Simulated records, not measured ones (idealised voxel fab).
Process module under the name voxel ribs on slabs
The cross-section shown here is cut; it is 200 nm wide and divided into square cells measuring 5 nm on a side.
The cross-sections in this document take the form of a grid made of square cells. They are written out as bands, in order from top to bottom. Each band consists of one or more rows of cells. Heads up on the band format: heights come first, top then bottom, in nm. After that it's the materials left to right, each with its width in nm. A single material flagged "everywhere" fills the whole band edge to edge, and "air" means there's empty space there. Basically, 0 is our baseline, since under it the wafer straight out of the box is all one material. The bottom band has no lower end and keeps on going down, so it looks like "0 nm and below". The expression "30 to 40" gives the width at the extremes of the band, the first number at its top row of cells and the second at its bottom row, with the width changing by equal amounts from each row to the next in between. Step note "changes: none" = no cross-section cell changed. So "Closed void inventory" is basically the list of trapped voids: any empty space of 8 cells or more that can't reach the top through an opening. They're written width x height at distance, the distance being from the left edge, and it's all nm. The remark found on a step's line after its settings is issued by the simulator itself and pertains to that step. You can add "overlay nm" to a step's line. For a step with a mask, it describes how far the mask lay to the right of its planned position, and a negative number describes a lay to the left.

This section lists the process steps that were planned:
step 1: RECEIVE (material Si)
step 2: DIRECTIONAL_DEP (material SiO2; thk nm 20)
step 3: DIRECTIONAL_DEP (material SiN; thk nm 25)
step 4: PATTERN (tone cover; mask id RIB; material resist; width nm 20; thk nm 20; overlay nm 0)
step 5: DIRECTIONAL_ETCH (etch materials SiN; depth nm 5)
step 6: STRIP (etch materials resist)
step 7: PATTERN (tone cover; mask id SLAB; material resist; width nm 80; thk nm 15; overlay nm 0)
step 8: DIRECTIONAL_ETCH (etch materials SiN; depth nm 20)
step 9: STRIP (etch materials resist)
step 10: FILL_DEP (material SiO2; thk nm 30)
step 11: CMP (height nm 65)
step 12: DIRECTIONAL_DEP (material W; thk nm 10)
step 13: MASKED_ETCH (tone cover; mask id HEATER; width nm 30; etch materials W; depth nm 10; overlay nm 0)
step 14: CONFORMAL_DEP (material SiO2; thk nm 10)

Cross-section of the wafer as it came to us, i.e., already through step 1:
	0 nm and below | Si everywhere
	Closed void inventory: none

First of two wafers, end-of-module section, run followed plan:
	85 nm to 75 nm | air: 75 | SiO2: 50 | air: 75
	75 nm to 65 nm | SiO2: 85 | W: 30 | SiO2: 85
	65 nm to 45 nm | SiO2 everywhere
	45 nm to 40 nm | SiO2: 90 | SiN: 20 | SiO2: 90
	40 nm to 20 nm | SiO2: 60 | SiN: 80 | SiO2: 60
	20 nm to 0 nm | SiO2 everywhere
	0 nm and below | Si everywhere
	Closed void inventory: none

So this is wafer number two of the two, cut at the end of the module - it started where the first did and had the same plan, we just got one thing wrong running it:
	85 nm to 75 nm | SiO2: 95 | air: 10 | SiO2: 95
	75 nm to 65 nm | W: 85 | SiO2: 30 | W: 85
	65 nm to 45 nm | SiO2 everywhere
	45 nm to 40 nm | SiO2: 90 | SiN: 20 | SiO2: 90
	40 nm to 20 nm | SiO2: 60 | SiN: 80 | SiO2: 60
	20 nm to 0 nm | SiO2 everywhere
	0 nm and below | Si everywhere
	Closed void inventory: none
Error vs. plan: in deviation from the planned setting, step 13 was conducted as MASKED_ETCH (tone open; mask id HEATER; width nm 30; etch materials W; depth nm 10; overlay nm 0)
Count the cells at the end and the second wafer has more or fewer of some materials than the first: W +56
